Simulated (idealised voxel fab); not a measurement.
Process module name: voxel trench capacitor
For reference, the cross-section in this document is cut, with width 270 nm and square cells of 5 nm.
When this document writes out a cross-section, it uses a grid of square cells and lists it as bands, beginning at the top and moving down, with a band standing for one or more rows of cells.
Top, bottom (nm), then materials left to right with widths (nm); lone material tagged "full width" fills the whole band edge to edge; "blank" = empty space.
All heights in this document are referenced to 0, defined as the level beneath which the wafer, as received, consists entirely of one material. The lowest band is not bounded below; it extends indefinitely downward and is written in the form "0 down".
Width: "30->40" (first number = top row, second number = bottom row, same change from row to row of cells).
Reading "nothing was modified" for a step: not a cell of the cross-section changed in it.
This entry, "Unvented voids", enumerates those empty regions of no fewer than 8 cells that possess no open connection to the top. Each region is reported in the form width x height at distance, the distance being taken from the left edge, with all three quantities expressed in nm.
The remark found on a step's line after its settings is issued by the simulator itself and pertains to that step.
Regarding "overlay nm": on a step with a mask, it is the distance the mask lay to the right of its planned place; a negative value places it to the left.
Planned step list for the process:
- 1: RECEIVE: material Si
- 2: CONFORMAL_DEP: material SiN, thk nm 5
- 3: MASKED_ETCH: tone open, mask id TRENCH, width nm 15, pitch nm 40, etch materials SiN, depth nm 5, overlay nm 0
- 4: MASKED_ETCH: tone open, mask id TRENCH, width nm 15, pitch nm 40, etch materials Si, depth nm 30, overlay nm 0
- 5: CONFORMAL_DEP: material Al2O3, thk nm 5
- 6: FILL_DEP: material polySi, thk nm 10
- 7: CMP: height nm 5
So, the first of our two wafers, run just as we planned it:
Incoming wafer, cross-sectional view, post step 1:
	0 down | Si full width
	Unvented voids: none
Wafer xsec, post step 2:
	5 to 0 | SiN full width
	Under the height 0 nothing was changed.
Wafer xsec, post step 3:
	5 to 0 | SiN: 85 / blank: 15 / SiN: 25 / blank: 15 / SiN: 25 / blank: 15 / SiN: 90
	Under the height 0 nothing was changed.
Wafer xsec, post step 4:
	5 to 0 | SiN: 85 / blank: 15 / SiN: 25 / blank: 15 / SiN: 25 / blank: 15 / SiN: 90
	0 to -30 | Si: 85 / blank: 15 / Si: 25 / blank: 15 / Si: 25 / blank: 15 / Si: 90
	Under the height -30 nothing was changed.
Wafer xsec, post step 5:
	10 to 5 | Al2O3: 90 / blank: 5 / Al2O3: 35 / blank: 5 / Al2O3: 35 / blank: 5 / Al2O3: 95
	5 to 0 | SiN: 85 / Al2O3: 5 / blank: 5 / Al2O3: 5 / SiN: 25 / Al2O3: 5 / blank: 5 / Al2O3: 5 / SiN: 25 / Al2O3: 5 / blank: 5 / Al2O3: 5 / SiN: 90
	0 to -25 | Si: 85 / Al2O3: 5 / blank: 5 / Al2O3: 5 / Si: 25 / Al2O3: 5 / blank: 5 / Al2O3: 5 / Si: 25 / Al2O3: 5 / blank: 5 / Al2O3: 5 / Si: 90
	-25 to -30 | Si: 85 / Al2O3: 15 / Si: 25 / Al2O3: 15 / Si: 25 / Al2O3: 15 / Si: 90
	Under the height -30 nothing was changed.
Wafer xsec, post step 6:
	20 to 10 | polySi full width
	10 to 5 | Al2O3: 90 / polySi: 5 / Al2O3: 35 / polySi: 5 / Al2O3: 35 / polySi: 5 / Al2O3: 95
	5 to 0 | SiN: 85 / Al2O3: 5 / polySi: 5 / Al2O3: 5 / SiN: 25 / Al2O3: 5 / polySi: 5 / Al2O3: 5 / SiN: 25 / Al2O3: 5 / polySi: 5 / Al2O3: 5 / SiN: 90
	0 to -25 | Si: 85 / Al2O3: 5 / polySi: 5 / Al2O3: 5 / Si: 25 / Al2O3: 5 / polySi: 5 / Al2O3: 5 / Si: 25 / Al2O3: 5 / polySi: 5 / Al2O3: 5 / Si: 90
	Under the height -25 nothing was changed.
Wafer xsec, post step 7:
	5 to 0 | SiN: 85 / Al2O3: 5 / polySi: 5 / Al2O3: 5 / SiN: 25 / Al2O3: 5 / polySi: 5 / Al2O3: 5 / SiN: 25 / Al2O3: 5 / polySi: 5 / Al2O3: 5 / SiN: 90
	Under the height 0 nothing was changed.
Second Wafer (Identical Start and Plan, One Processing Error; Matches First Wafer Through Step 2):
The second wafer cut through, at the time step 3 was supposed to be finished:
	5 to 0 | blank: 85 / SiN: 15 / blank: 25 / SiN: 15 / blank: 25 / SiN: 15 / blank: 90
	Under the height 0 nothing was changed.
The second wafer cut through, at the time step 4 was supposed to be finished: nothing was modified
The second wafer cut through, at the time step 5 was supposed to be finished:
	10 to 5 | blank: 80 / Al2O3: 25 / blank: 15 / Al2O3: 25 / blank: 15 / Al2O3: 25 / blank: 85
	5 to 0 | Al2O3: 85 / SiN: 15 / Al2O3: 25 / SiN: 15 / Al2O3: 25 / SiN: 15 / Al2O3: 90
	Under the height 0 nothing was changed.
The second wafer cut through, at the time step 6 was supposed to be finished:
	20 to 10 | polySi full width
	10 to 5 | polySi: 80 / Al2O3: 25 / polySi: 15 / Al2O3: 25 / polySi: 15 / Al2O3: 25 / polySi: 85
	Under the height 5 nothing was changed.
The second wafer cut through, at the time step 7 was supposed to be finished:
	5 to 0 | Al2O3: 85 / SiN: 15 / Al2O3: 25 / SiN: 15 / Al2O3: 25 / SiN: 15 / Al2O3: 90
	Under the height 0 nothing was changed.
Diagnosis: note that step 3 departed from the planned setting and was carried out as MASKED_ETCH: tone cover, mask id TRENCH, width nm 15, pitch nm 40, etch materials SiN, depth nm 5, overlay nm 0
Final tally in cells, some materials are higher or lower on the second wafer than on the first: Si: 54 more | SiN: 36 fewer | polySi: 18 fewer
